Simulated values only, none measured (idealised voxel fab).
Process module under the name voxel wiring stack
Square cells of 5 nm make up the cross-section cut, whose width is 260 nm.
Heads up, the way a cross-section reads in here is a grid of square cells, handed over as bands from the top down, with every band being one or more rows of cells. A band entry consists of two parts. The first gives the height of the band's top and the height of its bottom, in nm. The rest lists the band's materials from left to right, each with its width in nm. A single material labelled with the word "throughout" fills the band from edge to edge, and the word "air" marks empty space. It should be noted that heights are counted from 0, beneath which the wafer as supplied is of one material throughout, and that the lowest band possesses no lower boundary but continues downward, as written in "z 0 and below". Top row gets the first number, bottom row gets the second, and each row in between changes by the same step: that is how a band width like "30->40" works. Any step labelled "no modifications" changed none of the cells in the cross-section. So "Unvented voids" is basically the list of trapped voids: any empty space of 8 cells or more that can't reach the top through an opening. They're written width x height at distance, the distance being from the left edge, and it's all nm. Whatever follows a step's settings on its line is a remark the simulator itself makes about that step. "overlay nm" on a masked step: distance the mask lay right of its planned place, negative for left.

## So here's the lineup of process steps we planned
1 RECEIVE [material Si]
2 CONFORMAL_DEP [material SiO2] [thk nm 15]
3 CONFORMAL_DEP [material SiCN] [thk nm 5]
4 DIRECTIONAL_DEP [material lowk] [thk nm 15]
5 DIRECTIONAL_DEP [material aC] [thk nm 10]
6 PATTERN [tone open] [mask id METAL_1] [material resist] [width nm 20] [pitch nm 40] [thk nm 25] [overlay nm 0]
7 DIRECTIONAL_ETCH [etch materials aC] [depth nm 10]
8 STRIP [etch materials resist]
9 DIRECTIONAL_ETCH [etch materials lowk] [depth nm 15]
10 DIRECTIONAL_ETCH [etch materials SiCN] [depth nm 5]
11 STRIP [etch materials aC]
12 CONFORMAL_DEP [material TiN] [thk nm 5]
13 FILL_DEP [material Cu] [thk nm 5]
14 CMP [height nm 35]
15 EPI [material Ru] [thk nm 5]
16 FILL_DEP [material SiCN] [thk nm 5]
17 DIRECTIONAL_DEP [material SiO2] [thk nm 15]
18 DIRECTIONAL_DEP [material aC] [thk nm 15]
19 PATTERN [tone open] [mask id PLUG_1] [material resist] [width nm 15] [pitch nm 40] [thk nm 30] [overlay nm 0]
20 DIRECTIONAL_ETCH [etch materials aC] [depth nm 15]
21 STRIP [etch materials resist]
22 DIRECTIONAL_ETCH [etch materials SiO2] [depth nm 15]
23 DIRECTIONAL_ETCH [etch materials SiCN] [depth nm 5]
24 STRIP [etch materials aC]
25 EPI [material Ru] [thk nm 10]
26 EPI [material Ru] [thk nm 10]
27 CONFORMAL_DEP [material SiCN] [thk nm 5]
28 DIRECTIONAL_DEP [material lowk] [thk nm 20]
29 PATTERN [tone open] [mask id METAL_2] [material resist] [width nm 20] [pitch nm 40] [thk nm 15] [overlay nm 0]
30 DIRECTIONAL_ETCH [etch materials lowk] [depth nm 20]
31 DIRECTIONAL_ETCH [etch materials SiCN] [depth nm 5]
32 STRIP [etch materials resist]
33 CONFORMAL_DEP [material TiN] [thk nm 5]
34 FILL_DEP [material W] [thk nm 5]
35 CMP [height nm 85]
36 CONFORMAL_DEP [material SiCN] [thk nm 5]
37 DIRECTIONAL_DEP [material lowk] [thk nm 30]
38 MASKED_ETCH [tone open] [mask id METAL_3] [width nm 20] [pitch nm 40] [etch materials lowk] [depth nm 15] [overlay nm 0]
39 MASKED_ETCH [tone open] [mask id METAL_3_HOLES] [width nm 15] [pitch nm 40] [etch materials lowk] [depth nm 15] [overlay nm 0]
40 MASKED_ETCH [tone open] [mask id METAL_3_HOLES] [width nm 15] [pitch nm 40] [etch materials SiCN] [depth nm 5] [overlay nm 0]
41 CONFORMAL_DEP [material TiN] [thk nm 5]
42 FILL_DEP [material Cu] [thk nm 5]
43 CMP [height nm 120]
44 CONFORMAL_DEP [material SiCN] [thk nm 5]
45 DIRECTIONAL_DEP [material SiO2] [thk nm 20]
46 MASKED_ETCH [tone open] [mask id PLUG_3] [width nm 15] [pitch nm 40] [etch materials SiO2] [depth nm 20] [overlay nm 0]
47 MASKED_ETCH [tone open] [mask id PLUG_3] [width nm 15] [pitch nm 40] [etch materials SiCN] [depth nm 5] [overlay nm 0]
48 EPI [material Ru] [thk nm 10]
49 EPI [material Ru] [thk nm 10]
50 EPI [material Ru] [thk nm 5]
51 DIRECTIONAL_DEP [material TiN] [thk nm 5]
52 DIRECTIONAL_DEP [material W] [thk nm 25]
53 MASKED_ETCH [tone cover] [mask id METAL_4] [width nm 20] [pitch nm 40] [etch materials W] [depth nm 25] [overlay nm 0]
54 MASKED_ETCH [tone cover] [mask id METAL_4] [width nm 20] [pitch nm 40] [etch materials TiN] [depth nm 5] [overlay nm 0]
55 CONFORMAL_DEP [material SiCN] [thk nm 5]
56 FILL_DEP [material SiO2] [thk nm 5]
57 CMP [height nm 175]
58 CONFORMAL_DEP [material SiCN] [thk nm 5]

## As received (post step 1): cross-section
z 0 and below = Si throughout
Unvented voids: none

## Final cross-section, module run with one mistake (start and plan as above)
z 180 to 175 = SiCN throughout
z 175 to 150 = SiO2 75 nm / SiCN 5 nm / W 20 nm / SiCN 5 nm / SiO2 10 nm / SiCN 5 nm / W 20 nm / SiCN 5 nm / SiO2 10 nm / SiCN 5 nm / W 20 nm / SiCN 5 nm / SiO2 75 nm
z 150 to 145 = SiCN 80 nm / TiN 20 nm / SiCN 20 nm / TiN 20 nm / SiCN 20 nm / TiN 20 nm / SiCN 80 nm
z 145 to 125 = SiO2 80 nm / Ru 15 nm / SiO2 25 nm / Ru 15 nm / SiO2 25 nm / Ru 15 nm / SiO2 85 nm
z 125 to 120 = SiCN 80 nm / Ru 15 nm / SiCN 25 nm / Ru 15 nm / SiCN 25 nm / Ru 15 nm / SiCN 85 nm
z 120 to 110 = lowk 80 nm / TiN 5 nm / Cu 10 nm / TiN 5 nm / lowk 20 nm / TiN 5 nm / Cu 10 nm / TiN 5 nm / lowk 20 nm / TiN 5 nm / Cu 10 nm / TiN 5 nm / lowk 80 nm
z 110 to 105 = lowk 80 nm / TiN 5 nm / Cu 5 nm / TiN 10 nm / lowk 20 nm / TiN 5 nm / Cu 5 nm / TiN 10 nm / lowk 20 nm / TiN 5 nm / Cu 5 nm / TiN 10 nm / lowk 80 nm
z 105 to 90 = lowk 80 nm / TiN 5 nm / Cu 5 nm / TiN 5 nm / lowk 25 nm / TiN 5 nm / Cu 5 nm / TiN 5 nm / lowk 25 nm / TiN 5 nm / Cu 5 nm / TiN 5 nm / lowk 85 nm
z 90 to 85 = SiCN 80 nm / TiN 15 nm / SiCN 25 nm / TiN 15 nm / SiCN 25 nm / TiN 15 nm / SiCN 85 nm
z 85 to 65 = lowk 80 nm / TiN 5 nm / W 10 nm / TiN 5 nm / lowk 20 nm / TiN 5 nm / W 10 nm / TiN 5 nm / lowk 20 nm / TiN 5 nm / W 10 nm / TiN 5 nm / lowk 80 nm
z 65 to 60 = SiCN 80 nm / TiN 20 nm / SiCN 20 nm / TiN 20 nm / SiCN 20 nm / TiN 20 nm / SiCN 80 nm
z 60 to 45 = SiO2 80 nm / Ru 15 nm / SiO2 25 nm / Ru 15 nm / SiO2 25 nm / Ru 15 nm / SiO2 85 nm
z 45 to 35 = SiCN 80->75 nm / Ru 15->30 nm / SiCN 25->10 nm / Ru 15->30 nm / SiCN 25->10 nm / Ru 15->30 nm / SiCN 85->75 nm
z 35 to 30 = SiCN 80 nm / TiN 20 nm / SiCN 20 nm / TiN 20 nm / SiCN 20 nm / TiN 20 nm / SiCN 80 nm
z 30 to 15 = lowk throughout
z 15 to 0 = SiO2 throughout
z 0 and below = Si throughout
Unvented voids: none
Finding, execution versus plan: steps 3 and 4 of the plan were run in the wrong order, each in the other's place
